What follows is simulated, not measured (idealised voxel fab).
Process module in this document: voxel gate over fins
Square cell edge 5 nm, section width 140 nm, ID cut.
For the purposes of this document, a cross-section shall be understood as a grid of square cells, specified as bands listed in top-to-bottom order, each band consisting of one or more rows of cells.
Quick guide to a band line: top height, bottom height (nm) up front; then every material left to right with its width in nm. Only one material and it's marked "throughout"? Then it fills the band edge to edge. And "blank" just means empty space.
Ref level 0: as-received wafer is one material below here. Bottom band extends down with no lower bound ("z 0 and below").
Read "30->40" as a graded width: first number on top, second number at the bottom, same change between each pair of neighbouring rows.
The designation "stayed the same", where it is given for a processing step, indicates that no cell of the cross-section was altered in the course of that step.
Closed-off voids of 8+ cells (no open route to the top) go in "Closed empty spaces", written width x height at distance from the left edge, in nm.
Post-settings text on a step line: simulator's own remark regarding the step.
overlay nm: where the mask lay relative to plan, measured to the right, on steps with a mask; negatives go left.

**Here's what the planned process steps look like**
- 1: RECEIVE,material Si
- 2: CONFORMAL_DEP,material SiN,thk nm 5
- 3: PATTERN,tone cover,mask id FINS,material resist,width nm 15,pitch nm 60,thk nm 20,overlay nm 0
- 4: DIRECTIONAL_ETCH,etch materials SiN,depth nm 5
- 5: DIRECTIONAL_ETCH,etch materials Si,depth nm 40
- 6: STRIP,etch materials resist
- 7: OXIDIZE,depth nm 5
- 8: FILL_DEP,material SiO2,thk nm 15
- 9: CMP,height nm 5
- 10: PATTERN,tone open,mask id RAIL,material resist,width nm 15,thk nm 15,overlay nm 0
- 11: DIRECTIONAL_ETCH,etch materials SiO2,depth nm 40
- 12: STRIP,etch materials resist
- 13: CONFORMAL_DEP,material TiN,thk nm 5
- 14: FILL_DEP,material W,thk nm 10
- 15: CMP,height nm 5
- 16: SELECTIVE_ETCH,etch materials W Ru TiN,depth nm 20
- 17: FILL_DEP,material SiO2,thk nm 5
- 18: CMP,height nm 5
- 19: SELECTIVE_ETCH,etch materials SiO2,depth nm 15
- 20: STRIP,etch materials SiN
- 21: CONFORMAL_DEP,material HfO2,thk nm 5
- 22: CONFORMAL_DEP,material TiN,thk nm 5
- 23: CONFORMAL_DEP,material TiAl,thk nm 5
- 24: CONFORMAL_DEP,material TiN,thk nm 5
- 25: FILL_DEP,material W,thk nm 10
- 26: CMP,height nm 25
- 27: CONFORMAL_DEP,material SiCN,thk nm 10

**First wafer out of two, processed as planned**

**Cross-section of the wafer at receipt, which is the condition after step 1**
    z 0 and below = Si throughout
    Closed empty spaces: none

**The following cross-section depicts the wafer upon completion of step 2**
    z 5 to 0 = SiN throughout
    Everything under 0 stays put, no change at all.

**The following cross-section depicts the wafer upon completion of step 3**
    z 25 to 5 = blank 30, then resist 15, then blank 45, then resist 15, then blank 35
    Everything under 5 stays put, no change at all.

**The following cross-section depicts the wafer upon completion of step 4**
    z 25 to 5 = blank 30, then resist 15, then blank 45, then resist 15, then blank 35
    z 5 to 0 = blank 30, then SiN 15, then blank 45, then SiN 15, then blank 35
    Everything under 0 stays put, no change at all.

**The following cross-section depicts the wafer upon completion of step 5**
    z 25 to 5 = blank 30, then resist 15, then blank 45, then resist 15, then blank 35
    z 5 to 0 = blank 30, then SiN 15, then blank 45, then SiN 15, then blank 35
    z 0 to -40 = blank 30, then Si 15, then blank 45, then Si 15, then blank 35
    Everything under -40 stays put, no change at all.

**The following cross-section depicts the wafer upon completion of step 6**
    z 5 to 0 = blank 30, then SiN 15, then blank 45, then SiN 15, then blank 35
    Everything under 0 stays put, no change at all.

**The following cross-section depicts the wafer upon completion of step 7**
    z 5 to 0 = blank 30, then SiN 15, then blank 45, then SiN 15, then blank 35
    z 0 to -40 = blank 30, then SiO2 5, then Si 5, then SiO2 5, then blank 45, then SiO2 5, then Si 5, then SiO2 5, then blank 35
    z -40 to -45 = SiO2 35, then Si 5, then SiO2 55, then Si 5, then SiO2 40
    Everything under -45 stays put, no change at all.

**The following cross-section depicts the wafer upon completion of step 8**
    z 20 to 5 = SiO2 throughout
    z 5 to 0 = SiO2 30, then SiN 15, then SiO2 45, then SiN 15, then SiO2 35
    z 0 to -45 = SiO2 35, then Si 5, then SiO2 55, then Si 5, then SiO2 40
    Everything under -45 stays put, no change at all.

**The following cross-section depicts the wafer upon completion of step 9**
    z 5 to 0 = SiO2 30, then SiN 15, then SiO2 45, then SiN 15, then SiO2 35
    Everything under 0 stays put, no change at all.

**The following cross-section depicts the wafer upon completion of step 10**
    z 20 to 5 = resist 60, then blank 15, then resist 65
    Everything under 5 stays put, no change at all.

**The following cross-section depicts the wafer upon completion of step 11**
    z 20 to 5 = resist 60, then blank 15, then resist 65
    z 5 to 0 = SiO2 30, then SiN 15, then SiO2 15, then blank 15, then SiO2 15, then SiN 15, then SiO2 35
    z 0 to -35 = SiO2 35, then Si 5, then SiO2 20, then blank 15, then SiO2 20, then Si 5, then SiO2 40
    Everything under -35 stays put, no change at all.

**The following cross-section depicts the wafer upon completion of step 12**
    z 5 to 0 = SiO2 30, then SiN 15, then SiO2 15, then blank 15, then SiO2 15, then SiN 15, then SiO2 35
    Everything under 0 stays put, no change at all.

**The following cross-section depicts the wafer upon completion of step 13**
    z 10 to 5 = TiN 65, then blank 5, then TiN 70
    z 5 to 0 = SiO2 30, then SiN 15, then SiO2 15, then TiN 5, then blank 5, then TiN 5, then SiO2 15, then SiN 15, then SiO2 35
    z 0 to -30 = SiO2 35, then Si 5, then SiO2 20, then TiN 5, then blank 5, then TiN 5, then SiO2 20, then Si 5, then SiO2 40
    z -30 to -35 = SiO2 35, then Si 5, then SiO2 20, then TiN 15, then SiO2 20, then Si 5, then SiO2 40
    Everything under -35 stays put, no change at all.

**The following cross-section depicts the wafer upon completion of step 14**
    z 20 to 10 = W throughout
    z 10 to 5 = TiN 65, then W 5, then TiN 70
    z 5 to 0 = SiO2 30, then SiN 15, then SiO2 15, then TiN 5, then W 5, then TiN 5, then SiO2 15, then SiN 15, then SiO2 35
    z 0 to -30 = SiO2 35, then Si 5, then SiO2 20, then TiN 5, then W 5, then TiN 5, then SiO2 20, then Si 5, then SiO2 40
    Everything under -30 stays put, no change at all.

**The following cross-section depicts the wafer upon completion of step 15**
    z 5 to 0 = SiO2 30, then SiN 15, then SiO2 15, then TiN 5, then W 5, then TiN 5, then SiO2 15, then SiN 15, then SiO2 35
    Everything under 0 stays put, no change at all.

**The following cross-section depicts the wafer upon completion of step 16**
    z 5 to 0 = SiO2 30, then SiN 15, then SiO2 15, then blank 15, then SiO2 15, then SiN 15, then SiO2 35
    z 0 to -15 = SiO2 35, then Si 5, then SiO2 20, then blank 15, then SiO2 20, then Si 5, then SiO2 40
    Everything under -15 stays put, no change at all.

**The following cross-section depicts the wafer upon completion of step 17**
    z 10 to 5 = SiO2 throughout
    z 5 to 0 = SiO2 30, then SiN 15, then SiO2 45, then SiN 15, then SiO2 35
    z 0 to -15 = SiO2 35, then Si 5, then SiO2 55, then Si 5, then SiO2 40
    Everything under -15 stays put, no change at all.

**The following cross-section depicts the wafer upon completion of step 18**
    z 5 to 0 = SiO2 30, then SiN 15, then SiO2 45, then SiN 15, then SiO2 35
    Everything under 0 stays put, no change at all.

**The following cross-section depicts the wafer upon completion of step 19**
    z 5 to 0 = blank 30, then SiN 15, then blank 45, then SiN 15, then blank 35
    z 0 to -10 = blank 35, then Si 5, then blank 55, then Si 5, then blank 40
    Everything under -10 stays put, no change at all.

**The following cross-section depicts the wafer upon completion of step 20**
    z 0 to -10 = blank 35, then Si 5, then blank 55, then Si 5, then blank 40
    Everything under -10 stays put, no change at all.

**The following cross-section depicts the wafer upon completion of step 21**
    z 5 to 0 = blank 30, then HfO2 15, then blank 45, then HfO2 15, then blank 35
    z 0 to -5 = blank 30, then HfO2 5, then Si 5, then HfO2 5, then blank 45, then HfO2 5, then Si 5, then HfO2 5, then blank 35
    z -5 to -10 = HfO2 35, then Si 5, then HfO2 55, then Si 5, then HfO2 40
    Everything under -10 stays put, no change at all.

**The following cross-section depicts the wafer upon completion of step 22**
    z 10 to 5 = blank 25, then TiN 25, then blank 35, then TiN 25, then blank 30
    z 5 to 0 = blank 25, then TiN 5, then HfO2 15, then TiN 5, then blank 35, then TiN 5, then HfO2 15, then TiN 5, then blank 30
    z 0 to -5 = TiN 30, then HfO2 5, then Si 5, then HfO2 5, then TiN 45, then HfO2 5, then Si 5, then HfO2 5, then TiN 35
    Everything under -5 stays put, no change at all.

**The following cross-section depicts the wafer upon completion of step 23**
    z 15 to 10 = blank 20, then TiAl 35, then blank 25, then TiAl 35, then blank 25
    z 10 to 5 = blank 20, then TiAl 5, then TiN 25, then TiAl 5, then blank 25, then TiAl 5, then TiN 25, then TiAl 5, then blank 25
    z 5 to 0 = TiAl 25, then TiN 5, then HfO2 15, then TiN 5, then TiAl 35, then TiN 5, then HfO2 15, then TiN 5, then TiAl 30
    Everything under 0 stays put, no change at all.

**The following cross-section depicts the wafer upon completion of step 24**
    z 20 to 15 = blank 15, then TiN 45, then blank 15, then TiN 45, then blank 20
    z 15 to 10 = blank 15, then TiN 5, then TiAl 35, then TiN 5, then blank 15, then TiN 5, then TiAl 35, then TiN 5, then blank 20
    z 10 to 5 = TiN 20, then TiAl 5, then TiN 25, then TiAl 5, then TiN 25, then TiAl 5, then TiN 25, then TiAl 5, then TiN 25
    Everything under 5 stays put, no change at all.

**The following cross-section depicts the wafer upon completion of step 25**
    z 30 to 20 = W throughout
    z 20 to 15 = W 15, then TiN 45, then W 15, then TiN 45, then W 20
    z 15 to 10 = W 15, then TiN 5, then TiAl 35, then TiN 5, then W 15, then TiN 5, then TiAl 35, then TiN 5, then W 20
    Everything under 10 stays put, no change at all.

**The following cross-section depicts the wafer upon completion of step 26**
    z 25 to 20 = W throughout
    Everything under 20 stays put, no change at all.

**The following cross-section depicts the wafer upon completion of step 27**
    z 35 to 25 = SiCN throughout
    Everything under 25 stays put, no change at all.

**The second wafer was prepared from the same starting point and under the same plan as the first; its processing contained one mistake, and it remains indistinguishable from the first wafer up to and including step 9**

**Second wafer, cross-section, planned end of step 10**
    z 20 to 5 = blank 60, then resist 15, then blank 65
    Everything under 5 stays put, no change at all.

**Second wafer, cross-section, planned end of step 11**
    z 20 to 5 = blank 60, then resist 15, then blank 65
    z 5 to 0 = blank 30, then SiN 15, then blank 15, then SiO2 15, then blank 15, then SiN 15, then blank 35
    z 0 to -35 = blank 30, then SiO2 5, then Si 5, then SiO2 5, then blank 15, then SiO2 15, then blank 15, then SiO2 5, then Si 5, then SiO2 5, then blank 35
    Everything under -35 stays put, no change at all.

**Second wafer, cross-section, planned end of step 12**
    z 5 to 0 = blank 30, then SiN 15, then blank 15, then SiO2 15, then blank 15, then SiN 15, then blank 35
    Everything under 0 stays put, no change at all.

**Second wafer, cross-section, planned end of step 13**
    z 10 to 5 = blank 25, then TiN 25, then blank 5, then TiN 25, then blank 5, then TiN 25, then blank 30
    z 5 to 0 = blank 25, then TiN 5, then SiN 15, then TiN 5, then blank 5, then TiN 5, then SiO2 15, then TiN 5, then blank 5, then TiN 5, then SiN 15, then TiN 5, then blank 30
    z 0 to -30 = blank 25, then TiN 5, then SiO2 5, then Si 5, then SiO2 5, then TiN 5, then blank 5, then TiN 5, then SiO2 15, then TiN 5, then blank 5, then TiN 5, then SiO2 5, then Si 5, then SiO2 5, then TiN 5, then blank 30
    z -30 to -35 = TiN 30, then SiO2 5, then Si 5, then SiO2 5, then TiN 15, then SiO2 15, then TiN 15, then SiO2 5, then Si 5, then SiO2 5, then TiN 35
    Everything under -35 stays put, no change at all.

**Second wafer, cross-section, planned end of step 14**
    z 20 to 10 = W throughout
    z 10 to 5 = W 25, then TiN 25, then W 5, then TiN 25, then W 5, then TiN 25, then W 30
    z 5 to 0 = W 25, then TiN 5, then SiN 15, then TiN 5, then W 5, then TiN 5, then SiO2 15, then TiN 5, then W 5, then TiN 5, then SiN 15, then TiN 5, then W 30
    z 0 to -30 = W 25, then TiN 5, then SiO2 5, then Si 5, then SiO2 5, then TiN 5, then W 5, then TiN 5, then SiO2 15, then TiN 5, then W 5, then TiN 5, then SiO2 5, then Si 5, then SiO2 5, then TiN 5, then W 30
    Everything under -30 stays put, no change at all.

**Second wafer, cross-section, planned end of step 15**
    z 5 to 0 = W 25, then TiN 5, then SiN 15, then TiN 5, then W 5, then TiN 5, then SiO2 15, then TiN 5, then W 5, then TiN 5, then SiN 15, then TiN 5, then W 30
    Everything under 0 stays put, no change at all.

**Second wafer, cross-section, planned end of step 16**
    z 5 to 0 = blank 30, then SiN 15, then blank 15, then SiO2 15, then blank 15, then SiN 15, then blank 35
    z 0 to -15 = blank 30, then SiO2 5, then Si 5, then SiO2 5, then blank 15, then SiO2 15, then blank 15, then SiO2 5, then Si 5, then SiO2 5, then blank 35
    Everything under -15 stays put, no change at all.

**Second wafer, cross-section, planned end of step 17**
    z 10 to 5 = SiO2 throughout
    z 5 to 0 = SiO2 30, then SiN 15, then SiO2 45, then SiN 15, then SiO2 35
    z 0 to -15 = SiO2 35, then Si 5, then SiO2 55, then Si 5, then SiO2 40
    Everything under -15 stays put, no change at all.

**Second wafer, cross-section, planned end of step 18**
    z 5 to 0 = SiO2 30, then SiN 15, then SiO2 45, then SiN 15, then SiO2 35
    Everything under 0 stays put, no change at all.

**Second wafer, cross-section, planned end of step 19**
    z 5 to 0 = blank 30, then SiN 15, then blank 45, then SiN 15, then blank 35
    z 0 to -10 = blank 35, then Si 5, then blank 55, then Si 5, then blank 40
    Everything under -10 stays put, no change at all.

**Second wafer, cross-section, planned end of step 20**
    z 0 to -10 = blank 35, then Si 5, then blank 55, then Si 5, then blank 40
    Everything under -10 stays put, no change at all.

**Second wafer, cross-section, planned end of step 21**
    z 5 to 0 = blank 30, then HfO2 15, then blank 45, then HfO2 15, then blank 35
    z 0 to -5 = blank 30, then HfO2 5, then Si 5, then HfO2 5, then blank 45, then HfO2 5, then Si 5, then HfO2 5, then blank 35
    z -5 to -10 = HfO2 35, then Si 5, then HfO2 55, then Si 5, then HfO2 40
    Everything under -10 stays put, no change at all.

**Second wafer, cross-section, planned end of step 22**
    z 10 to 5 = blank 25, then TiN 25, then blank 35, then TiN 25, then blank 30
    z 5 to 0 = blank 25, then TiN 5, then HfO2 15, then TiN 5, then blank 35, then TiN 5, then HfO2 15, then TiN 5, then blank 30
    z 0 to -5 = TiN 30, then HfO2 5, then Si 5, then HfO2 5, then TiN 45, then HfO2 5, then Si 5, then HfO2 5, then TiN 35
    Everything under -5 stays put, no change at all.

**Second wafer, cross-section, planned end of step 23**
    z 15 to 10 = blank 20, then TiAl 35, then blank 25, then TiAl 35, then blank 25
    z 10 to 5 = blank 20, then TiAl 5, then TiN 25, then TiAl 5, then blank 25, then TiAl 5, then TiN 25, then TiAl 5, then blank 25
    z 5 to 0 = TiAl 25, then TiN 5, then HfO2 15, then TiN 5, then TiAl 35, then TiN 5, then HfO2 15, then TiN 5, then TiAl 30
    Everything under 0 stays put, no change at all.

**Second wafer, cross-section, planned end of step 24**
    z 20 to 15 = blank 15, then TiN 45, then blank 15, then TiN 45, then blank 20
    z 15 to 10 = blank 15, then TiN 5, then TiAl 35, then TiN 5, then blank 15, then TiN 5, then TiAl 35, then TiN 5, then blank 20
    z 10 to 5 = TiN 20, then TiAl 5, then TiN 25, then TiAl 5, then TiN 25, then TiAl 5, then TiN 25, then TiAl 5, then TiN 25
    Everything under 5 stays put, no change at all.

**Second wafer, cross-section, planned end of step 25**
    z 30 to 20 = W throughout
    z 20 to 15 = W 15, then TiN 45, then W 15, then TiN 45, then W 20
    z 15 to 10 = W 15, then TiN 5, then TiAl 35, then TiN 5, then W 15, then TiN 5, then TiAl 35, then TiN 5, then W 20
    Everything under 10 stays put, no change at all.

**Second wafer, cross-section, planned end of step 26**
    z 25 to 20 = W throughout
    Everything under 20 stays put, no change at all.

**Second wafer, cross-section, planned end of step 27**
    z 35 to 25 = SiCN throughout
    Everything under 25 stays put, no change at all.
Here's what went sideways: rather than as planned, step 10 actually ran as PATTERN,tone cover,mask id RAIL,material resist,width nm 15,thk nm 15,overlay nm 0
It is noted that, at the conclusion of processing, the second wafer exhibits a higher or lower cell count for certain materials relative to the first: SiO2: 64 fewer, TiN: 28 more, W: 36 more
